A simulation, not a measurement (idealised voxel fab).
The document below concerns the process module designated voxel local oxidation.
It is cross-section cut that appears here, measuring 140 nm in width, its square cells being 5 nm in size.
In this document a cross-section is written as a grid of square cells. It is given as a series of bands, listed from the top down, and a band is one or more rows of cells.
Top height, bottom height, nm. Materials left to right, width each, nm. Single material + "all across" = fills band edge to edge. "air" = empty.
We count height from 0. Below that, the starting wafer is all one material. The lowest band never ends at the bottom but goes on down; see "0 nm and below" for how that is written.
Per-row width for "30..40": begins at first number (top row of band), ends at second number (bottom row), increment between rows held constant.
You'll sometimes find "no alterations made" written for a step, and that's the way of saying that nowhere in the cross-section did a cell change during that step.
Empty spaces counting at least 8 cells and having no open way to the top are listed in "Closed cavity list". The notation width x height at distance is used for each, the distance being from the left edge and all three values in nm.
Read whatever lies past the settings on a step's line as the simulator's own remark about the step.
A step's line can hold "overlay nm"; with a mask on that step, the setting says how far right of the planned place the mask lay, while a negative setting says it lay to the left.
Pairs, read this way: before one process step on the one hand, after it on the other, the after cross-section ending at the lowest band that changed; the step between, settings included, beneath. Same starting wafer throughout, but possibly different runs of this module, so no pair continues from the pair above unless its entry headed "Ahead of processing" says so.

Ahead of processing
	0 nm and below | Si all across
	Closed cavity list: none

After the Step
	0 nm to -5 nm | SiO2 all across
	Lower than -5, everything is as it was.
	Closed cavity list: none
Between the cross-sections above, the step performed was OXIDIZE,depth nm 5

Ahead of processing: the pre-step structure is the one depicted after the step in the pair just above.

After the Step
	10 nm to 0 nm | SiN all across
	Lower than 0, everything is as it was.
	Closed cavity list: none
Between the cross-sections above, the step performed was CONFORMAL_DEP,material SiN,thk nm 10

Ahead of processing: the pre-step structure is the one depicted after the step in the pair just above.

After the Step
	25 nm to 10 nm | air: 20  resist: 95  air: 25
	Lower than 10, everything is as it was.
	Closed cavity list: none
Between the cross-sections above, the step performed was PATTERN,tone cover,mask id ACTIVE,material resist,width nm 95,thk nm 15,overlay nm 0

Ahead of processing: the pre-step structure is the one depicted after the step in the pair just above.

After the Step
	25 nm to 10 nm | air: 20  resist: 95  air: 25
	10 nm to 0 nm | air: 20  SiN: 95  air: 25
	Lower than 0, everything is as it was.
	Closed cavity list: none
Between the cross-sections above, the step performed was DIRECTIONAL_ETCH,etch materials SiN,depth nm 10

Ahead of processing: the pre-step structure is the one depicted after the step in the pair just above.

After the Step
	10 nm to 0 nm | air: 20  SiN: 95  air: 25
	Lower than 0, everything is as it was.
	Closed cavity list: none
Between the cross-sections above, the step performed was STRIP,etch materials resist

Ahead of processing: the pre-step structure is the one depicted after the step in the pair just above.

After the Step
	10 nm to 0 nm | air: 20  SiN: 95  air: 25
	0 nm to -5 nm | air: 25  SiO2: 85  air: 30
	Lower than -5, everything is as it was.
	Closed cavity list: none
Between the cross-sections above, the step performed was SELECTIVE_ETCH,etch materials SiO2,depth nm 5

Ahead of processing: the pre-step structure is the one depicted after the step in the pair just above.

After the Step
	10 nm to 0 nm | air: 20  SiN: 95  air: 25
	0 nm to -5 nm | air: 25  SiO2: 85  air: 30
	-5 nm to -15 nm | SiO2: 35  Si: 65  SiO2: 40
	Lower than -15, everything is as it was.
	Closed cavity list: none
Between the cross-sections above, the step performed was OXIDIZE,depth nm 10

Ahead of processing: the pre-step structure is the one depicted after the step in the pair just above.

After the Step
	0 nm to -5 nm | air: 25  SiO2: 85  air: 30
	Lower than -5, everything is as it was.
	Closed cavity list: none
Between the cross-sections above, the step performed was STRIP,etch materials SiN

Ahead of processing
	10 nm to 0 nm | air: 20  SiN: 95  air: 25
	0 nm to -5 nm | air: 25  SiO2: 85  air: 30
	-5 nm and below | Si all across
	Closed cavity list: none

After the Step
	0 nm to -5 nm | air: 25  SiO2: 85  air: 30
	Lower than -5, everything is as it was.
	Closed cavity list: none
Between the cross-sections above, the step performed was STRIP,etch materials SiN

Ahead of processing: the pre-step structure is the one depicted after the step in the pair just above.

After the Step
	0 nm to -5 nm | air: 25  SiO2: 85  air: 30
	-5 nm to -15 nm | SiO2: 35  Si: 65  SiO2: 40
	Lower than -15, everything is as it was.
	Closed cavity list: none
Between the cross-sections above, the step performed was OXIDIZE,depth nm 10

Ahead of processing
	10 nm to 0 nm | air: 20  SiN: 95  air: 25
	0 nm to -5 nm | air: 25  SiO2: 85  air: 30
	-5 nm and below | Si all across
	Closed cavity list: none

After the Step
	10 nm to 0 nm | air: 20  SiN: 95  air: 25
	0 nm to -5 nm | air: 25  SiO2: 85  air: 30
	-5 nm to -20 nm | SiO2: 40  Si: 55  SiO2: 45
	Lower than -20, everything is as it was.
	Closed cavity list: none
Between the cross-sections above, the step performed was OXIDIZE,depth nm 15

Ahead of processing: the pre-step structure is the one depicted after the step in the pair just above.

After the Step
	0 nm to -5 nm | air: 25  SiO2: 85  air: 30
	Lower than -5, everything is as it was.
	Closed cavity list: none
Between the cross-sections above, the step performed was STRIP,etch materials SiN

Ahead of processing
	10 nm to 0 nm | SiN all across
	0 nm to -5 nm | SiO2 all across
	-5 nm and below | Si all across
	Closed cavity list: none

After the Step
	25 nm to 10 nm | air: 15  resist: 105  air: 20
	Lower than 10, everything is as it was.
	Closed cavity list: none
Between the cross-sections above, the step performed was PATTERN,tone cover,mask id ACTIVE,material resist,width nm 105,thk nm 15,overlay nm 0

Ahead of processing: the pre-step structure is the one depicted after the step in the pair just above.

After the Step
	25 nm to 10 nm | air: 15  resist: 105  air: 20
	10 nm to 0 nm | air: 15  SiN: 105  air: 20
	Lower than 0, everything is as it was.
	Closed cavity list: none
Between the cross-sections above, the step performed was DIRECTIONAL_ETCH,etch materials SiN,depth nm 10

Ahead of processing: the pre-step structure is the one depicted after the step in the pair just above.

After the Step
	10 nm to 0 nm | air: 15  SiN: 105  air: 20
	Lower than 0, everything is as it was.
	Closed cavity list: none
Between the cross-sections above, the step performed was STRIP,etch materials resist

Ahead of processing: the pre-step structure is the one depicted after the step in the pair just above.

After the Step
	10 nm to 0 nm | air: 15  SiN: 105  air: 20
	0 nm to -5 nm | air: 20  SiO2: 95  air: 25
	Lower than -5, everything is as it was.
	Closed cavity list: none
Between the cross-sections above, the step performed was SELECTIVE_ETCH,etch materials SiO2,depth nm 5

Ahead of processing: the pre-step structure is the one depicted after the step in the pair just above.

After the Step
	10 nm to 0 nm | air: 15  SiN: 105  air: 20
	0 nm to -5 nm | air: 20  SiO2: 95  air: 25
	-5 nm to -15 nm | SiO2: 30  Si: 75  SiO2: 35
	Lower than -15, everything is as it was.
	Closed cavity list: none
Between the cross-sections above, the step performed was OXIDIZE,depth nm 10

Ahead of processing: the pre-step structure is the one depicted after the step in the pair just above.

After the Step
	0 nm to -5 nm | air: 20  SiO2: 95  air: 25
	Lower than -5, everything is as it was.
	Closed cavity list: none
Between the cross-sections above, the step performed was STRIP,etch materials SiN

Ahead of processing
	10 nm to 0 nm | SiN all across
	0 nm to -5 nm | SiO2 all across
	-5 nm and below | Si all across
	Closed cavity list: none

After the Step
	25 nm to 10 nm | air: 25  resist: 95  air: 20
	Lower than 10, everything is as it was.
	Closed cavity list: none
Between the cross-sections above, the step performed was PATTERN,tone cover,mask id ACTIVE,material resist,width nm 95,thk nm 15,overlay nm 5

Ahead of processing: the pre-step structure is the one depicted after the step in the pair just above.

After the Step
	25 nm to 10 nm | air: 25  resist: 95  air: 20
	10 nm to 0 nm | air: 25  SiN: 95  air: 20
	Lower than 0, everything is as it was.
	Closed cavity list: none
Between the cross-sections above, the step performed was DIRECTIONAL_ETCH,etch materials SiN,depth nm 10

Ahead of processing: the pre-step structure is the one depicted after the step in the pair just above.

After the Step
	10 nm to 0 nm | air: 25  SiN: 95  air: 20
	Lower than 0, everything is as it was.
	Closed cavity list: none
Between the cross-sections above, the step performed was STRIP,etch materials resist

Ahead of processing: the pre-step structure is the one depicted after the step in the pair just above.

After the Step
	10 nm to 0 nm | air: 25  SiN: 95  air: 20
	0 nm to -5 nm | air: 30  SiO2: 85  air: 25
	Lower than -5, everything is as it was.
	Closed cavity list: none
Between the cross-sections above, the step performed was SELECTIVE_ETCH,etch materials SiO2,depth nm 5

Ahead of processing: the pre-step structure is the one depicted after the step in the pair just above.

After the Step
	10 nm to 0 nm | air: 25  SiN: 95  air: 20
	0 nm to -5 nm | air: 30  SiO2: 85  air: 25
	-5 nm to -15 nm | SiO2: 40  Si: 65  SiO2: 35
	Lower than -15, everything is as it was.
	Closed cavity list: none
Between the cross-sections above, the step performed was OXIDIZE,depth nm 10

Ahead of processing: the pre-step structure is the one depicted after the step in the pair just above.

After the Step
	0 nm to -5 nm | air: 30  SiO2: 85  air: 25
	Lower than -5, everything is as it was.
	Closed cavity list: none
Between the cross-sections above, the step performed was STRIP,etch materials SiN

Ahead of processing
	10 nm to 0 nm | air: 20  SiN: 95  air: 25
	0 nm to -5 nm | air: 25  SiO2: 85  air: 30
	-5 nm to -15 nm | SiO2: 35  Si: 65  SiO2: 40
	-15 nm and below | Si all across
	Closed cavity list: none

After the Step
	-5 nm to -15 nm | air: 35  Si: 65  air: 40
	Lower than -15, everything is as it was.
	Closed cavity list: none
Between the cross-sections above, the step performed was STRIP,etch materials SiO2

Ahead of processing
	10 nm to 0 nm | SiN all across
	0 nm to -5 nm | SiO2 all across
	-5 nm and below | Si all across
	Closed cavity list: none

After the Step
	25 nm to 10 nm | resist: 20  air: 95  resist: 25
	Lower than 10, everything is as it was.
	Closed cavity list: none
Between the cross-sections above, the step performed was PATTERN,tone open,mask id ACTIVE,material resist,width nm 95,thk nm 15,overlay nm 0

Ahead of processing: the pre-step structure is the one depicted after the step in the pair just above.

After the Step
	25 nm to 10 nm | resist: 20  air: 95  resist: 25
	10 nm to 0 nm | SiN: 20  air: 95  SiN: 25
	Lower than 0, everything is as it was.
	Closed cavity list: none
Between the cross-sections above, the step performed was DIRECTIONAL_ETCH,etch materials SiN,depth nm 10

Ahead of processing: the pre-step structure is the one depicted after the step in the pair just above.

After the Step
	10 nm to 0 nm | SiN: 20  air: 95  SiN: 25
	Lower than 0, everything is as it was.
	Closed cavity list: none
Between the cross-sections above, the step performed was STRIP,etch materials resist

Ahead of processing: the pre-step structure is the one depicted after the step in the pair just above.

After the Step
	10 nm to 0 nm | SiN: 20  air: 95  SiN: 25
	0 nm to -5 nm | SiO2: 15  air: 105  SiO2: 20
	Lower than -5, everything is as it was.
	Closed cavity list: none
Between the cross-sections above, the step performed was SELECTIVE_ETCH,etch materials SiO2,depth nm 5

Ahead of processing: the pre-step structure is the one depicted after the step in the pair just above.

After the Step
	10 nm to 0 nm | SiN: 20  air: 95  SiN: 25
	0 nm to -5 nm | SiO2: 15  air: 105  SiO2: 20
	-5 nm to -15 nm | Si: 5  SiO2: 125  Si: 10
	Lower than -15, everything is as it was.
	Closed cavity list: none
Between the cross-sections above, the step performed was OXIDIZE,depth nm 10

Ahead of processing: the pre-step structure is the one depicted after the step in the pair just above.

After the Step
	0 nm to -5 nm | SiO2: 15  air: 105  SiO2: 20
	Lower than -5, everything is as it was.
	Closed cavity list: none
Between the cross-sections above, the step performed was STRIP,etch materials SiN
